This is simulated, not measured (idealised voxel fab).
The following is a process module called voxel wiring stack.
Cross-sectional view cut (width: 195 nm; square cell size: 5 nm).
Cross-section spec: square-cell grid; bands listed top down; each band is one or more rows.
Quick guide to a band line: top height, bottom height (nm) up front; then every material left to right with its width in nm. Only one material and it's marked "all across"? Then it fills the band edge to edge. And "blank" just means empty space.
Height is counted from the level 0, under which the received wafer is composed throughout of one material. The lowest of the bands is not closed at the bottom but continues downward, in the notation "0..down".
It should be noted that a width expressed as "30->40" varies in equal increments from row to row of cells within the band, taking the value of the first number at the top row and that of the second number at the bottom row.
A step reported as "no change" is a step in which no cell of the cross-section changed.
Each empty space that has no open way to the top and spans at least 8 cells appears under "Closed cavities" as width x height at distance, the distance counted from the left edge, all in nm.
Post-settings text on a step line: simulator's own remark regarding the step.
On any step carrying a mask, the "overlay nm" setting, if present on the step's line, tells how far right of its planned place the mask lay; negative values point to the left.
### The following list gives the planned process steps
- 1: RECEIVE: material Si
- 2: CONFORMAL_DEP: material SiO2, thk nm 10
- 3: CONFORMAL_DEP: material SiN, thk nm 5
- 4: DIRECTIONAL_DEP: material SiO2, thk nm 15
- 5: DIRECTIONAL_DEP: material aC, thk nm 15
- 6: PATTERN: tone open, mask id METAL_1, material resist, width nm 25, pitch nm 40, thk nm 35, overlay nm 0
- 7: DIRECTIONAL_ETCH: etch materials aC, depth nm 15
- 8: STRIP: etch materials resist
- 9: DIRECTIONAL_ETCH: etch materials SiO2, depth nm 15
- 10: DIRECTIONAL_ETCH: etch materials SiN, depth nm 5
- 11: STRIP: etch materials aC
- 12: CONFORMAL_DEP: material TiN, thk nm 5
- 13: FILL_DEP: material W, thk nm 10
- 14: CMP: height nm 30
- 15: EPI: material Ru, thk nm 5
- 16: FILL_DEP: material SiCN, thk nm 5
- 17: DIRECTIONAL_DEP: material lowk, thk nm 15
- 18: DIRECTIONAL_DEP: material aC, thk nm 10
- 19: PATTERN: tone open, mask id PLUG_1, material resist, width nm 15, pitch nm 40, thk nm 30, overlay nm 0
- 20: DIRECTIONAL_ETCH: etch materials aC, depth nm 10
- 21: STRIP: etch materials resist
- 22: DIRECTIONAL_ETCH: etch materials lowk, depth nm 15
- 23: DIRECTIONAL_ETCH: etch materials SiCN, depth nm 5
- 24: STRIP: etch materials aC
- 25: CONFORMAL_DEP: material TiN, thk nm 5
- 26: FILL_DEP: material W, thk nm 10
- 27: CMP: height nm 55
- 28: CONFORMAL_DEP: material SiN, thk nm 5
- 29: DIRECTIONAL_DEP: material SiO2, thk nm 20
- 30: MASKED_ETCH: tone open, mask id METAL_2, width nm 25, pitch nm 40, etch materials SiO2, depth nm 20, overlay nm 0
- 31: MASKED_ETCH: tone open, mask id METAL_2, width nm 25, pitch nm 40, etch materials SiN, depth nm 5, overlay nm 0
- 32: CONFORMAL_DEP: material TiN, thk nm 5
- 33: FILL_DEP: material Cu, thk nm 5
- 34: CMP: height nm 80
- 35: CONFORMAL_DEP: material SiCN, thk nm 5
- 36: DIRECTIONAL_DEP: material SiO2, thk nm 20
- 37: DIRECTIONAL_DEP: material aC, thk nm 15
- 38: PATTERN: tone open, mask id PLUG_2, material resist, width nm 15, pitch nm 40, thk nm 30, overlay nm 0
- 39: DIRECTIONAL_ETCH: etch materials aC, depth nm 15
- 40: STRIP: etch materials resist
- 41: DIRECTIONAL_ETCH: etch materials SiO2, depth nm 20
- 42: DIRECTIONAL_ETCH: etch materials SiCN, depth nm 5
- 43: STRIP: etch materials aC
- 44: CONFORMAL_DEP: material TiN, thk nm 5
- 45: FILL_DEP: material W, thk nm 10
- 46: CMP: height nm 105
- 47: DIRECTIONAL_DEP: material TiN, thk nm 5
- 48: DIRECTIONAL_DEP: material W, thk nm 25
- 49: PATTERN: tone cover, mask id METAL_3, material resist, width nm 25, pitch nm 40, thk nm 20, overlay nm 0
- 50: DIRECTIONAL_ETCH: etch materials W, depth nm 25
- 51: DIRECTIONAL_ETCH: etch materials TiN, depth nm 5
- 52: STRIP: etch materials resist
- 53: FILL_DEP: material lowk, thk nm 5
- 54: CMP: height nm 135
- 55: CONFORMAL_DEP: material SiN, thk nm 5
Split variable: width nm, step 38. Plan value = first wafer. Wafers start alike.
### The first of several wafers as received, shown in cross-section; this is its state after step 1
- 0..down = Si all across
- Closed cavities: none
### Here is how to read the rows: every wafer has a row, and it shows the wafer at the end of the module, giving for each material how many cells were gained (+) or lost (-) since the wafer was received, then listing its closed voids
width nm 15; +36 Cu; +21 Ru; +78 SiCN; +87 SiN; +366 SiO2; +147 TiN; +123 W; +234 lowk; Closed cavities: none
width nm 20; +36 Cu; +21 Ru; +75 SiCN; +87 SiN; +354 SiO2; +150 TiN; +135 W; +234 lowk; Closed cavities: none
width nm 25; +36 Cu; +21 Ru; +72 SiCN; +87 SiN; +342 SiO2; +153 TiN; +147 W; +234 lowk; Closed cavities: none
